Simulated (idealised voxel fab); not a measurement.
Process module name: voxel self aligned contacts
Xsec cut, 300 nm wide, square cell size 5 nm.
If you're reading a cross-section in this doc, picture square cells in a grid; it comes to you as bands, top ones listed first down to the bottom, and a band can be one or more rows of cells.
Top height, bottom height, nm. Materials left to right, width each, nm. Single material + "edge to edge" = fills band edge to edge. "blank" = empty.
Counting heights begins at 0, where everything beneath is, in the wafer as received, one material. The lowest band has no bottom; it goes on downwards, as "0..down" shows.
A width given as "30..40" starts at the first number in the band's top row and ends at the second number in its bottom row, shifting by an equal amount at every step from row to row.
"changes: none" means the step left every cell of the cross-section as it was.
"Enclosed cavities": empty spaces of 8 cells or more with no open way to the top, each given as width x height at distance, distance from the left edge, all in nm.
It should be noted that, on the line of a given step, the content following the step's settings is a remark produced by the simulator itself with respect to that step.
What "overlay nm" on a step's line means: if the step has a mask, that mask lay this far to the right of its planned place, or, when the value is negative, to the left.

PROCESS STEPS (PLANNED)
| 1 | RECEIVE | material Si |
| 2 | OXIDIZE | depth nm 5 |
| 3 | DIRECTIONAL_DEP | material polySi | thk nm 30 |
| 4 | DIRECTIONAL_DEP | material SiN | thk nm 20 |
| 5 | DIRECTIONAL_DEP | material aC | thk nm 15 |
| 6 | PATTERN | tone cover | mask id GATE | material resist | width nm 35 | pitch nm 80 | thk nm 35 | overlay nm 0 |
| 7 | DIRECTIONAL_ETCH | etch materials aC | depth nm 15 |
| 8 | STRIP | etch materials resist |
| 9 | DIRECTIONAL_ETCH | etch materials SiN | depth nm 20 |
| 10 | DIRECTIONAL_ETCH | etch materials polySi | depth nm 30 |
| 11 | STRIP | etch materials aC |
| 12 | CONFORMAL_DEP | material SiN | thk nm 10 |
| 13 | DIRECTIONAL_ETCH | etch materials SiN | depth nm 10 |
| 14 | FILL_DEP | material SiO2 | thk nm 20 |
| 15 | CMP | height nm 60 |
| 16 | PATTERN | tone open | mask id CONTACT | material resist | width nm 65 | thk nm 15 | overlay nm 0 |
| 17 | DIRECTIONAL_ETCH | etch materials SiO2 | depth nm 65 |
| 18 | STRIP | etch materials resist |
| 19 | CONFORMAL_DEP | material TiN | thk nm 5 |
| 20 | FILL_DEP | material W | thk nm 5 |
| 21 | CMP | height nm 60 |
| 22 | CONFORMAL_DEP | material SiN | thk nm 5 |

CROSS-SECTIONAL VIEW OF THE WAFER IN ITS AS-RECEIVED CONDITION, CORRESPONDING TO THE STATE AFTER STEP 1
	0..down = Si edge to edge
	Enclosed cavities: none

THIS IS HOW THE WAFER LOOKS IN CROSS-SECTION ONCE THE MODULE IS DONE, GIVEN THE STARTING STATE AND PLAN ABOVE AND ONE MISTAKE IN CARRYING THE PLAN OUT
	65..60 = SiN edge to edge
	60..50 = SiO2: 105, then TiN: 5..35, then W: 55..15, then TiN: 5..15, then SiO2: 130
	50..30 = SiO2: 80, then SiN: 55, then TiN: 5, then W: 15, then TiN: 5, then SiN: 55, then SiO2: 85
	30..0 = SiO2: 80, then SiN: 10, then polySi: 35, then SiN: 10, then TiN: 5, then W: 15, then TiN: 5, then SiN: 10, then polySi: 35, then SiN: 10, then SiO2: 85
	0..-5 = SiO2: 135, then TiN: 25, then SiO2: 140
	-5..down = Si edge to edge
	Enclosed cavities: none
The mistake made against the process plan was this: step 16 was processed under conditions differing from the plan, specifically as PATTERN | tone open | mask id CONTACT | material resist | width nm 65 | thk nm 15 | overlay nm -10
